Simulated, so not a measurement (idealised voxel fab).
The following is a process module called voxel wiring stack.
Xsec cut, 250 nm wide, square cell size 5 nm.
The cross-sections in this document take the form of a grid made of square cells. They are written out as bands, in order from top to bottom. Each band consists of one or more rows of cells. Each band's line starts with the height of the band's top and of its bottom, in nm. Then come its materials from left to right, each with its width in nm. One material with "full width" fills the band from edge to edge. "air" is empty space. Measure heights from 0. That's the level where, below it, the as-received wafer is all one material. The lowest band is bottomless and extends downward; write it as in "from 0 down". The width entry "30->40" should be interpreted row by row: the top row of cells in the band takes the first number, the bottom row takes the second number, and the change between adjacent rows is uniform throughout. It should be understood that the words "same as before", when stated for a given step, signify that the cross-section underwent no change in any of its cells during that step. What "Encapsulated voids" gives you is every empty space of 8 cells or more that is cut off from the top. Each appears as width x height at distance, with the distance taken from the left edge and width, height and distance all in nm. Heads up: the bit after the settings on a step's line is the simulator's remark on that step. A step line may carry the setting "overlay nm", which, for steps involving a mask, states the distance by which the mask lay to the right of its intended position; negative values denote displacement to the left.

**These are the steps we planned for the process**
1: RECEIVE | material Si
2: CONFORMAL_DEP | material SiO2 | thk nm 15
3: CONFORMAL_DEP | material SiN | thk nm 5
4: DIRECTIONAL_DEP | material lowk | thk nm 25
5: MASKED_ETCH | tone open | mask id METAL_1 | width nm 30 | pitch nm 50 | etch materials lowk | depth nm 25 | overlay nm 0
6: MASKED_ETCH | tone open | mask id METAL_1 | width nm 30 | pitch nm 50 | etch materials SiN | depth nm 5 | overlay nm 0
7: CONFORMAL_DEP | material TiN | thk nm 5
8: FILL_DEP | material Cu | thk nm 10
9: CMP | height nm 45
10: CONFORMAL_DEP | material SiCN | thk nm 5
11: DIRECTIONAL_DEP | material lowk | thk nm 15
12: DIRECTIONAL_DEP | material aC | thk nm 15
13: PATTERN | tone open | mask id PLUG_1 | material resist | width nm 15 | pitch nm 50 | thk nm 30 | overlay nm 0
14: DIRECTIONAL_ETCH | etch materials aC | depth nm 15
15: STRIP | etch materials resist
16: DIRECTIONAL_ETCH | etch materials lowk | depth nm 15
17: DIRECTIONAL_ETCH | etch materials SiCN | depth nm 5
18: STRIP | etch materials aC
19: CONFORMAL_DEP | material TiN | thk nm 5
20: FILL_DEP | material W | thk nm 10
21: CMP | height nm 65
22: CONFORMAL_DEP | material SiCN | thk nm 5
23: DIRECTIONAL_DEP | material SiO2 | thk nm 20
24: DIRECTIONAL_DEP | material aC | thk nm 15
25: PATTERN | tone open | mask id METAL_2 | material resist | width nm 30 | pitch nm 50 | thk nm 35 | overlay nm 0
26: DIRECTIONAL_ETCH | etch materials aC | depth nm 15
27: STRIP | etch materials resist
28: DIRECTIONAL_ETCH | etch materials SiO2 | depth nm 20
29: DIRECTIONAL_ETCH | etch materials SiCN | depth nm 5
30: STRIP | etch materials aC
31: CONFORMAL_DEP | material TiN | thk nm 5
32: FILL_DEP | material Cu | thk nm 5
33: CMP | height nm 90
34: CONFORMAL_DEP | material SiCN | thk nm 5
35: DIRECTIONAL_DEP | material lowk | thk nm 10
36: DIRECTIONAL_DEP | material aC | thk nm 10
37: PATTERN | tone open | mask id PLUG_2 | material resist | width nm 15 | pitch nm 50 | thk nm 25 | overlay nm 0
38: DIRECTIONAL_ETCH | etch materials aC | depth nm 10
39: STRIP | etch materials resist
40: DIRECTIONAL_ETCH | etch materials lowk | depth nm 10
41: DIRECTIONAL_ETCH | etch materials SiCN | depth nm 5
42: STRIP | etch materials aC
43: EPI | material Ru | thk nm 10
44: EPI | material Ru | thk nm 5
45: CONFORMAL_DEP | material SiN | thk nm 5
46: DIRECTIONAL_DEP | material SiO2 | thk nm 15
47: DIRECTIONAL_DEP | material aC | thk nm 15
48: PATTERN | tone open | mask id METAL_3 | material resist | width nm 30 | pitch nm 50 | thk nm 35 | overlay nm 0
49: DIRECTIONAL_ETCH | etch materials aC | depth nm 15
50: STRIP | etch materials resist
51: DIRECTIONAL_ETCH | etch materials SiO2 | depth nm 15
52: DIRECTIONAL_ETCH | etch materials SiN | depth nm 5
53: STRIP | etch materials aC
54: CONFORMAL_DEP | material TiN | thk nm 5
55: FILL_DEP | material Cu | thk nm 5
56: CMP | height nm 125
57: EPI | material Ru | thk nm 5
58: FILL_DEP | material SiCN | thk nm 5

**Delivered wafer in cross-section: state after step 1**
- from 0 down: Si full width
- Encapsulated voids: none

**Cross-section at module end, one run error; start and plan unchanged from above**
- from 135 to 130: SiCN full width
- from 130 to 125: SiCN: 30 / Ru: 40 / SiCN: 10 / Ru: 40 / SiCN: 10 / Ru: 40 / SiCN: 10 / Ru: 40 / SiCN: 30
- from 125 to 110: SiO2: 35 / TiN: 5 / Cu: 20 / TiN: 5 / SiO2: 20 / TiN: 5 / Cu: 20 / TiN: 5 / SiO2: 20 / TiN: 5 / Cu: 20 / TiN: 5 / SiO2: 20 / TiN: 5 / Cu: 20 / TiN: 5 / SiO2: 35
- from 110 to 105: SiN: 35 / TiN: 30 / SiN: 20 / TiN: 30 / SiN: 20 / TiN: 30 / SiN: 20 / TiN: 30 / SiN: 35
- from 105 to 95: lowk: 35 / Ru: 15 / lowk: 35 / Ru: 15 / lowk: 35 / Ru: 15 / lowk: 35 / Ru: 15 / lowk: 50
- from 95 to 90: SiCN: 35 / Ru: 15 / SiCN: 35 / Ru: 15 / SiCN: 35 / Ru: 15 / SiCN: 35 / Ru: 15 / SiCN: 50
- from 90 to 70: SiO2: 35 / TiN: 5 / Cu: 20 / TiN: 5 / SiO2: 20 / TiN: 5 / Cu: 20 / TiN: 5 / SiO2: 20 / TiN: 5 / Cu: 20 / TiN: 5 / SiO2: 20 / TiN: 5 / Cu: 20 / TiN: 5 / SiO2: 35
- from 70 to 60: SiCN: 35 / TiN: 30->15 / SiCN: 20->35 / TiN: 30->15 / SiCN: 20->35 / TiN: 30->15 / SiCN: 20->35 / TiN: 30->15 / SiCN: 35->50
- from 60 to 45: lowk full width
- from 45 to 20: lowk: 35 / TiN: 5 / Cu: 20 / TiN: 5 / lowk: 20 / TiN: 5 / Cu: 20 / TiN: 5 / lowk: 20 / TiN: 5 / Cu: 20 / TiN: 5 / lowk: 20 / TiN: 5 / Cu: 20 / TiN: 5 / lowk: 35
- from 20 to 15: SiN: 35 / TiN: 30 / SiN: 20 / TiN: 30 / SiN: 20 / TiN: 30 / SiN: 20 / TiN: 30 / SiN: 35
- from 15 to 0: SiO2 full width
- from 0 down: Si full width
- Encapsulated voids: none
The mistake made against the process plan was this: mixed up steps 10 and 11 - ran each in the other's place
